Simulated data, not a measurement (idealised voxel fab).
process module | voxel fin reveal
cross-section cut | 165 nm wide | cells 5 nm
A cross-section is a grid of square cells, given in bands from the top down. A band is one or more rows of cells.
Each band's line starts with the height of the band's top and of its bottom, in nm. Then come its materials from left to right, each with its width in nm. One material with "throughout" fills the band from edge to edge. "air" is empty space.
Height 0 is the level under which the wafer as received is all one material. The lowest band goes on downwards, as in "0 down".
A width such as "30 to 40" changes by the same amount from each row of cells to the next, from the band's top row to its bottom row.
"no change" after a step means that no cell of the cross-section changed.
closed voids: empty space of 8 cells or more with no open way to the top, each as width x height at its distance from the left edge, in nm
after a step's settings: what the simulator itself notes on the step
overlay nm, on a step with a mask: how far to the right of its planned place the mask lay; to the left if negative
plan
1 op RECEIVE | material Si
2 op CONFORMAL_DEP | material SiN | thk nm 10
3 op PATTERN | tone cover | mask id FINS | material resist | width nm 15 | pitch nm 35 | thk nm 20 | overlay nm 0
4 op DIRECTIONAL_ETCH | etch materials SiN | depth nm 10
5 op DIRECTIONAL_ETCH | etch materials Si | depth nm 30
6 op STRIP | etch materials resist
7 op FILL_DEP | material SiO2 | thk nm 10
8 op CMP | height nm 10
9 op SELECTIVE_ETCH | etch materials SiO2 | depth nm 25
10 op STRIP | etch materials SiN
first wafer, as planned
as received, after step 1
  0 down: Si throughout
  closed voids: none
after step 2
  10 to 0: SiN throughout
  below 0: unchanged
after step 3
  30 to 10: air 55 | resist 15 | air 20 | resist 15 | air 60
  below 10: unchanged
after step 4
  30 to 10: air 55 | resist 15 | air 20 | resist 15 | air 60
  10 to 0: air 55 | SiN 15 | air 20 | SiN 15 | air 60
  below 0: unchanged
after step 5
  30 to 10: air 55 | resist 15 | air 20 | resist 15 | air 60
  10 to 0: air 55 | SiN 15 | air 20 | SiN 15 | air 60
  0 to -30: air 55 | Si 15 | air 20 | Si 15 | air 60
  below -30: unchanged
after step 6
  10 to 0: air 55 | SiN 15 | air 20 | SiN 15 | air 60
  below 0: unchanged
after step 7
  20 to 10: SiO2 throughout
  10 to 0: SiO2 55 | SiN 15 | SiO2 20 | SiN 15 | SiO2 60
  0 to -30: SiO2 55 | Si 15 | SiO2 20 | Si 15 | SiO2 60
  below -30: unchanged
after step 8
  10 to 0: SiO2 55 | SiN 15 | SiO2 20 | SiN 15 | SiO2 60
  below 0: unchanged
after step 9
  10 to 0: air 55 | SiN 15 | air 20 | SiN 15 | air 60
  0 to -15: air 55 | Si 15 | air 20 | Si 15 | air 60
  below -15: unchanged
after step 10
  0 to -15: air 55 | Si 15 | air 20 | Si 15 | air 60
  below -15: unchanged
second wafer: like start, like plan, one mistake. Through step 4 it matches the first wafer
when step 5 should have ended
  30 to 10: air 55 | resist 15 | air 20 | resist 15 | air 60
  10 to 0: air 55 | SiN 15 | air 20 | SiN 15 | air 60
  0 to -60: air 55 | Si 15 | air 20 | Si 15 | air 60
  below -60: unchanged
when step 6 should have ended
  10 to 0: air 55 | SiN 15 | air 20 | SiN 15 | air 60
  below 0: unchanged
when step 7 should have ended
  20 to 10: SiO2 throughout
  10 to 0: SiO2 55 | SiN 15 | SiO2 20 | SiN 15 | SiO2 60
  0 to -60: SiO2 55 | Si 15 | SiO2 20 | Si 15 | SiO2 60
  below -60: unchanged
when step 8 should have ended
  10 to 0: SiO2 55 | SiN 15 | SiO2 20 | SiN 15 | SiO2 60
  below 0: unchanged
when step 9 should have ended
  10 to 0: air 55 | SiN 15 | air 20 | SiN 15 | air 60
  0 to -15: air 55 | Si 15 | air 20 | Si 15 | air 60
  below -15: unchanged
when step 10 should have ended
  0 to -15: air 55 | Si 15 | air 20 | Si 15 | air 60
  below -15: unchanged
what went wrong: step 5 was run twice
at the end the second wafer has, in cells: 162 fewer of Si | 162 more of SiO2
